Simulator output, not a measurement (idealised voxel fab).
Documented hereafter: the process module known as voxel lift off.
FYI the section here is cut, 205 nm wide, cells are 5 nm squares.
Just so we're on the same page, the cross-sections are grids of square cells, and they're listed out in bands top to bottom, each band one or more rows deep.
Band entry format. Leading values: height of top, height of bottom, nm. Remainder: materials in left-to-right order, each with its width in nm. Special words: "throughout" on a single material, which then fills the band edge to edge; "air", empty space.
Heights are expressed relative to 0, this being the level below which the as-received wafer comprises one material exclusively. The lowest band is unbounded in the downward direction and is denoted as in "0 nm and below".
Graded width ("30->40"): value in top row of band = first number; value in bottom row = second number; row-to-row change constant.
Reading "no change occurred" for a step: not a cell of the cross-section changed in it.
"Trapped cavities" lists enclosed empty spaces (at least 8 cells, no open path upward to the top), each as width x height at distance from the left edge, in nm.
If you see something after the settings on a step's line, that's the simulator's own remark about that step.
For masked steps, "overlay nm" on the step line gives how far right of plan the mask actually lay; a minus sign means it lay to the left.
STEPS IN THE PROCESS PLAN
| 1 | RECEIVE with material Si |
| 2 | CONFORMAL_DEP with material Al2O3, thk nm 15 |
| 3 | PATTERN with tone open, mask id LINES, material resist, width nm 30, pitch nm 55, thk nm 25, overlay nm 0 |
| 4 | DIRECTIONAL_DEP with material Ru, thk nm 10 |
| 5 | STRIP with etch materials resist |
| 6 | CONFORMAL_DEP with material SiN, thk nm 5 |
THE FIRST OF THE TWO WAFERS, WHICH RAN AS PLANNED
AS RECEIVED, AFTER STEP 1
	0 nm and below | Si throughout
	Trapped cavities: none
HOW THE WAFER STANDS IN SECTION AFTER STEP 2
	15 nm to 0 nm | Al2O3 throughout
	Under the height 0 nothing was changed.
HOW THE WAFER STANDS IN SECTION AFTER STEP 3
	40 nm to 15 nm | resist 60 nm; air 30 nm; resist 25 nm; air 30 nm; resist 60 nm
	Under the height 15 nothing was changed.
HOW THE WAFER STANDS IN SECTION AFTER STEP 4
	50 nm to 40 nm | Ru 60 nm; air 30 nm; Ru 25 nm; air 30 nm; Ru 60 nm
	40 nm to 25 nm | resist 60 nm; air 30 nm; resist 25 nm; air 30 nm; resist 60 nm
	25 nm to 15 nm | resist 60 nm; Ru 30 nm; resist 25 nm; Ru 30 nm; resist 60 nm
	Under the height 15 nothing was changed.
HOW THE WAFER STANDS IN SECTION AFTER STEP 5
	25 nm to 15 nm | air 60 nm; Ru 30 nm; air 25 nm; Ru 30 nm; air 60 nm
	Under the height 15 nothing was changed.
HOW THE WAFER STANDS IN SECTION AFTER STEP 6
	30 nm to 25 nm | air 55 nm; SiN 40 nm; air 15 nm; SiN 40 nm; air 55 nm
	25 nm to 20 nm | air 55 nm; SiN 5 nm; Ru 30 nm; SiN 5 nm; air 15 nm; SiN 5 nm; Ru 30 nm; SiN 5 nm; air 55 nm
	20 nm to 15 nm | SiN 60 nm; Ru 30 nm; SiN 25 nm; Ru 30 nm; SiN 60 nm
	Under the height 15 nothing was changed.
SECOND WAFER - SHARED START AND PLAN WITH THE FIRST - ONE ERROR IN RUNNING - SAME AS THE FIRST UP TO STEP 2 INCLUSIVE
AT THE PLANNED END OF STEP 3, THE SECOND WAFER IN CROSS-SECTION
	40 nm to 15 nm | air 60 nm; resist 30 nm; air 25 nm; resist 30 nm; air 60 nm
	Under the height 15 nothing was changed.
AT THE PLANNED END OF STEP 4, THE SECOND WAFER IN CROSS-SECTION
	50 nm to 40 nm | air 60 nm; Ru 30 nm; air 25 nm; Ru 30 nm; air 60 nm
	40 nm to 25 nm | air 60 nm; resist 30 nm; air 25 nm; resist 30 nm; air 60 nm
	25 nm to 15 nm | Ru 60 nm; resist 30 nm; Ru 25 nm; resist 30 nm; Ru 60 nm
	Under the height 15 nothing was changed.
AT THE PLANNED END OF STEP 5, THE SECOND WAFER IN CROSS-SECTION
	25 nm to 15 nm | Ru 60 nm; air 30 nm; Ru 25 nm; air 30 nm; Ru 60 nm
	Under the height 15 nothing was changed.
AT THE PLANNED END OF STEP 6, THE SECOND WAFER IN CROSS-SECTION
	30 nm to 25 nm | SiN 65 nm; air 20 nm; SiN 35 nm; air 20 nm; SiN 65 nm
	25 nm to 20 nm | Ru 60 nm; SiN 5 nm; air 20 nm; SiN 5 nm; Ru 25 nm; SiN 5 nm; air 20 nm; SiN 5 nm; Ru 60 nm
	20 nm to 15 nm | Ru 60 nm; SiN 30 nm; Ru 25 nm; SiN 30 nm; Ru 60 nm
	Under the height 15 nothing was changed.
Diagnosis: step 3 was processed under conditions differing from the plan, specifically as PATTERN with tone cover, mask id LINES, material resist, width nm 30, pitch nm 55, thk nm 25, overlay nm 0
Final difference in cells, second wafer against first, listed per material as more or fewer: +34 Ru
